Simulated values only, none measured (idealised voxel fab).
Process module under the name voxel released beams
Cross-section cut: width 200 nm, square cells of 5 nm.
For the purposes of this document, a cross-section shall be understood as a grid of square cells, specified as bands listed in top-to-bottom order, each band consisting of one or more rows of cells. In this notation a band is specified by the heights of its top and bottom, in that order and in nm, after which its materials appear from left to right, each paired with its width in nm. The word "full width" attached to a single material means that material fills the band from edge to edge; the word "blank" stands for empty space. Convention: height 0 is the level below which the wafer, as received, is all one material. The lowest band does not terminate at the bottom but continues downward, represented as "0 and below". Quick explanation for "30..40": the width changes in equal steps down the rows of cells, from the first number in the band's top row to the second number in its bottom row. "nothing altered" (step): cross-section cells unchanged, all of them. Each empty space that has no open way to the top and spans at least 8 cells appears under "Enclosed void list" as width x height at distance, the distance counted from the left edge, all in nm. Read whatever lies past the settings on a step's line as the simulator's own remark about the step. Regarding "overlay nm": on a step with a mask, it is the distance the mask lay to the right of its planned place; a negative value places it to the left.
List of planned process steps:
- 1: RECEIVE [material Si]
- 2: CONFORMAL_DEP [material Al2O3] [thk nm 10]
- 3: DIRECTIONAL_DEP [material SiO2] [thk nm 20]
- 4: PATTERN [tone open] [mask id ANCHOR] [material resist] [width nm 25] [thk nm 20] [overlay nm 0]
- 5: DIRECTIONAL_ETCH [etch materials SiO2] [depth nm 20]
- 6: STRIP [etch materials resist]
- 7: CONFORMAL_DEP [material W] [thk nm 10]
- 8: MASKED_ETCH [tone cover] [mask id BEAM] [width nm 90] [etch materials W] [depth nm 10] [overlay nm -15]
- 9: STRIP [etch materials SiO2]
Variable across wafers: step 8 overlay nm (plan value is that of the first wafer; starting state common to all).
The first of several wafers as received, shown in cross-section; this is its state after step 1:
* 0 and below | Si full width
* Enclosed void list: none
Cross-section of the first of several wafers, taken after step 9, where the module ends:
* 40 down to 30 | blank 35 nm, then W 30 nm, then blank 5 nm, then W 55 nm, then blank 75 nm
* 30 down to 20 | blank 55 nm, then W 10 nm, then blank 5 nm, then W 10 nm, then blank 120 nm
* 20 down to 10 | blank 55 nm, then W 25 nm, then blank 120 nm
* 10 down to 0 | Al2O3 full width
* 0 and below | Si full width
* Enclosed void list: none
Last-wafer cross-section at the end of the module:
* 40 down to 30 | blank 70 nm, then W 85 nm, then blank 45 nm
* 30 down to 20 | blank 55 nm, then W 10 nm, then blank 5 nm, then W 10 nm, then blank 120 nm
* 20 down to 10 | blank 55 nm, then W 25 nm, then blank 120 nm
* 10 down to 0 | Al2O3 full width
* 0 and below | Si full width
* Enclosed void list: none
Where each wafer stands at the end of the module, a row apiece: cells of each material gained (+) or lost (-) since it was received, then closed voids:
overlay nm -15, +80 Al2O3, +52 W, Enclosed void list: none
overlay nm -10, +80 Al2O3, +52 W, Enclosed void list: none
overlay nm -5, +80 Al2O3, +52 W, Enclosed void list: none
overlay nm 0, +80 Al2O3, +52 W, Enclosed void list: none
overlay nm 5, +80 Al2O3, +52 W, Enclosed void list: none
overlay nm 10, +80 Al2O3, +52 W, Enclosed void list: none
overlay nm 15, +80 Al2O3, +52 W, Enclosed void list: none
